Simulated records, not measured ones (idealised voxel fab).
Presented below is a process module, voxel transistor to metal.
Cross-section cut spans 295 nm and uses square cells 5 nm in size.
If you're reading a cross-section in this doc, picture square cells in a grid; it comes to you as bands, top ones listed first down to the bottom, and a band can be one or more rows of cells.
In this notation a band is specified by the heights of its top and bottom, in that order and in nm, after which its materials appear from left to right, each paired with its width in nm. The word "throughout" attached to a single material means that material fills the band from edge to edge; the word "blank" stands for empty space.
Height datum 0, below which the as-received substrate wafer is one material. Lowest band open at the bottom, running downward: "0 -> down".
With a width like "30->40", each row of cells in the band differs from the next by the same amount, the top row carrying the first number and the bottom row the second.
"changes: none" after a step means that no cell of the cross-section changed.
Closed-off voids of 8+ cells (no open route to the top) go in "Closed empty spaces", written width x height at distance from the left edge, in nm.
Text after the settings on a step's line: the simulator's own remark on that step.
overlay nm: on a step with a mask, how far right of its planned place the mask lay; negative means left.

These are the steps we planned for the process:
1,RECEIVE,material Si
2,OXIDIZE,depth nm 5
3,CONFORMAL_DEP,material SiN,thk nm 15
4,MASKED_ETCH,tone cover,mask id ACTIVE,width nm 115,pitch nm 135,etch materials SiN,depth nm 15,overlay nm 0
5,MASKED_ETCH,tone cover,mask id ACTIVE,width nm 115,pitch nm 135,etch materials SiO2,depth nm 5,overlay nm 0
6,MASKED_ETCH,tone cover,mask id ACTIVE,width nm 115,pitch nm 135,etch materials Si,depth nm 35,overlay nm 0
7,FILL_DEP,material SiO2,thk nm 15
8,CMP,height nm 15
9,SELECTIVE_ETCH,etch materials SiO2,depth nm 5
10,STRIP,etch materials SiN
11,SELECTIVE_ETCH,etch materials SiO2,depth nm 5
12,OXIDIZE,depth nm 5
13,DIRECTIONAL_DEP,material polySi,thk nm 20
14,DIRECTIONAL_DEP,material SiCN,thk nm 15
15,DIRECTIONAL_DEP,material aC,thk nm 15
16,PATTERN,tone cover,mask id GATE,material resist,width nm 15,pitch nm 135,thk nm 35,overlay nm 0
17,DIRECTIONAL_ETCH,etch materials aC,depth nm 15
18,STRIP,etch materials resist
19,DIRECTIONAL_ETCH,etch materials SiCN,depth nm 25
20,DIRECTIONAL_ETCH,etch materials polySi,depth nm 30
21,STRIP,etch materials aC
22,CONFORMAL_DEP,material SiN,thk nm 5
23,DIRECTIONAL_ETCH,etch materials SiN,depth nm 5
24,DIRECTIONAL_ETCH,etch materials SiO2,depth nm 5
25,DIRECTIONAL_ETCH,etch materials Si,depth nm 5
26,EPI,material pSi,thk nm 10
27,FILL_DEP,material SiO2,thk nm 10
28,CMP,height nm 30
29,DIRECTIONAL_DEP,material SiO2,thk nm 15
30,MASKED_ETCH,tone open,mask id CONTACT,width nm 20,etch materials SiO2,depth nm 50,overlay nm 0
31,CONFORMAL_DEP,material TiN,thk nm 5
32,FILL_DEP,material W,thk nm 10
33,CMP,height nm 45
34,DIRECTIONAL_DEP,material TiN,thk nm 5
35,DIRECTIONAL_DEP,material Ru,thk nm 20
36,DIRECTIONAL_DEP,material aC,thk nm 15
37,PATTERN,tone cover,mask id METAL_1,material resist,width nm 20,thk nm 30,overlay nm -15
38,DIRECTIONAL_ETCH,etch materials aC,depth nm 15
39,STRIP,etch materials resist
40,DIRECTIONAL_ETCH,etch materials Ru,depth nm 20
41,DIRECTIONAL_ETCH,etch materials TiN,depth nm 5
42,STRIP,etch materials aC
43,CONFORMAL_DEP,material SiCN,thk nm 5
44,FILL_DEP,material SiO2,thk nm 10
45,CMP,height nm 70
46,CONFORMAL_DEP,material SiN,thk nm 5
The wafers in this document start out alike and differ in the overlay nm applied at step 37; the plan shows the value used for the first wafer.

First of several wafers (as received, post step 1), cross-sectional view:
* 0 -> down | Si throughout
* Closed empty spaces: none

The following table contains a row per wafer, in which are reported, at the conclusion of the module, the cells of each material gained (+) or lost (-) since the wafer's receipt, with its closed voids given thereafter:
overlay nm -15 | +64 Ru | -232 Si | +93 SiCN | +95 SiN | +585 SiO2 | +104 TiN | +72 W | +80 pSi | +24 polySi | Closed empty spaces: none
overlay nm -10 | +64 Ru | -232 Si | +93 SiCN | +95 SiN | +585 SiO2 | +104 TiN | +72 W | +80 pSi | +24 polySi | Closed empty spaces: none
overlay nm -5 | +64 Ru | -232 Si | +93 SiCN | +95 SiN | +585 SiO2 | +104 TiN | +72 W | +80 pSi | +24 polySi | Closed empty spaces: none
overlay nm 0 | +64 Ru | -232 Si | +93 SiCN | +95 SiN | +585 SiO2 | +104 TiN | +72 W | +80 pSi | +24 polySi | Closed empty spaces: none
overlay nm 5 | +64 Ru | -232 Si | +93 SiCN | +95 SiN | +585 SiO2 | +104 TiN | +72 W | +80 pSi | +24 polySi | Closed empty spaces: none
overlay nm 10 | +64 Ru | -232 Si | +93 SiCN | +95 SiN | +585 SiO2 | +104 TiN | +72 W | +80 pSi | +24 polySi | Closed empty spaces: none
overlay nm 15 | +64 Ru | -232 Si | +93 SiCN | +95 SiN | +585 SiO2 | +104 TiN | +72 W | +80 pSi | +24 polySi | Closed empty spaces: none
